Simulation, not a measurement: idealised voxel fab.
The process module presented herein is designated voxel ribs on slabs.
Shown is cross-section cut, with a width of 185 nm and square cells of size 5 nm.
Throughout this document, each cross-section is represented as a grid of square cells and is presented as a sequence of bands enumerated from the top downward, where a band comprises one or more rows of cells.
Basically the band line says how high the top is and how high the bottom is, in nm, and then what's in it from left to right, every material with its width in nm. Empty space shows up as "air", and if a single material carries "full width" it runs the full band edge to edge.
A quick word on heights: they are counted from 0, and under that level the wafer as it came to us is one material throughout. The lowest band is different from the rest in having no bottom; it simply continues downward, written as in "0 down".
A two-number width, for instance "30 to 40", indicates that the width is equal to the first number in the top row of the band and to the second number in the bottom row, and that it changes by a constant amount per row of cells.
Take "remained the same" at face value: in the step it is given for, the cross-section changed in none of its cells.
Reported under the label "Enclosed void list" are the empty spaces having no open way to the top and comprising 8 cells or more; the notation for each is width x height at distance, in which the distance is measured from the left edge and all three values are in nm.
What comes after the settings on a step's line is commentary from the simulator itself on that step.
"overlay nm", when on a step's line for a step with a mask, measures how far to the right of its planned place the mask lay; a negative measure means to the left.

INTENDED PROCESS STEPS
step 1: RECEIVE, material Si
step 2: DIRECTIONAL_DEP, material SiO2, thk nm 15
step 3: DIRECTIONAL_DEP, material polySi, thk nm 15
step 4: PATTERN, tone cover, mask id RIB, material resist, width nm 15, thk nm 20, overlay nm 0
step 5: DIRECTIONAL_ETCH, etch materials polySi, depth nm 5
step 6: STRIP, etch materials resist
step 7: PATTERN, tone cover, mask id SLAB, material resist, width nm 55, thk nm 20, overlay nm 0
step 8: DIRECTIONAL_ETCH, etch materials polySi, depth nm 10
step 9: STRIP, etch materials resist
step 10: FILL_DEP, material SiO2, thk nm 20
step 11: CMP, height nm 50
step 12: DIRECTIONAL_DEP, material TiN, thk nm 5
step 13: PATTERN, tone cover, mask id HEATER, material resist, width nm 25, thk nm 20, overlay nm 0
step 14: DIRECTIONAL_ETCH, etch materials TiN, depth nm 5
step 15: STRIP, etch materials resist
step 16: CONFORMAL_DEP, material SiO2, thk nm 5
The wafers in this document start out alike and differ in the thk nm applied at step 2; the plan shows the value used for the first wafer.

RECEIVED CONDITION OF THE FIRST OF SEVERAL WAFERS, SECTIONED: POST-STEP 1
* 0 down  Si full width
* Enclosed void list: none

END OF MODULE: CROSS-SECTION OF THE FIRST OF SEVERAL WAFERS AFTER STEP 16, THE LAST STEP
* 60 to 55  air=75 | SiO2=35 | air=75
* 55 to 50  SiO2=80 | TiN=25 | SiO2=80
* 50 to 30  SiO2 full width
* 30 to 25  SiO2=85 | polySi=15 | SiO2=85
* 25 to 15  SiO2=65 | polySi=55 | SiO2=65
* 15 to 0  SiO2 full width
* 0 down  Si full width
* Enclosed void list: none

FINAL WAFER OF SEVERAL, SHOWN IN CROSS-SECTION AT THE END OF THE MODULE
* 60 to 55  air=75 | SiO2=35 | air=75
* 55 to 50  SiO2=80 | TiN=25 | SiO2=80
* 50 to 40  SiO2=65 | polySi=55 | SiO2=65
* 40 to 0  SiO2 full width
* 0 down  Si full width
* Enclosed void list: none

WAFER ROWS, END OF MODULE: CELLS PER MATERIAL GAINED (+) OR LOST (-) SINCE RECEIPT; CLOSED VOIDS LAST
thk nm 15 | +384 SiO2 | +5 TiN | +25 polySi | Enclosed void list: none
thk nm 20 | +384 SiO2 | +5 TiN | +25 polySi | Enclosed void list: none
thk nm 25 | +384 SiO2 | +5 TiN | +25 polySi | Enclosed void list: none
thk nm 30 | +384 SiO2 | +5 TiN | +25 polySi | Enclosed void list: none
thk nm 35 | +384 SiO2 | +5 TiN | +25 polySi | Enclosed void list: none
thk nm 40 | +387 SiO2 | +5 TiN | +22 polySi | Enclosed void list: none
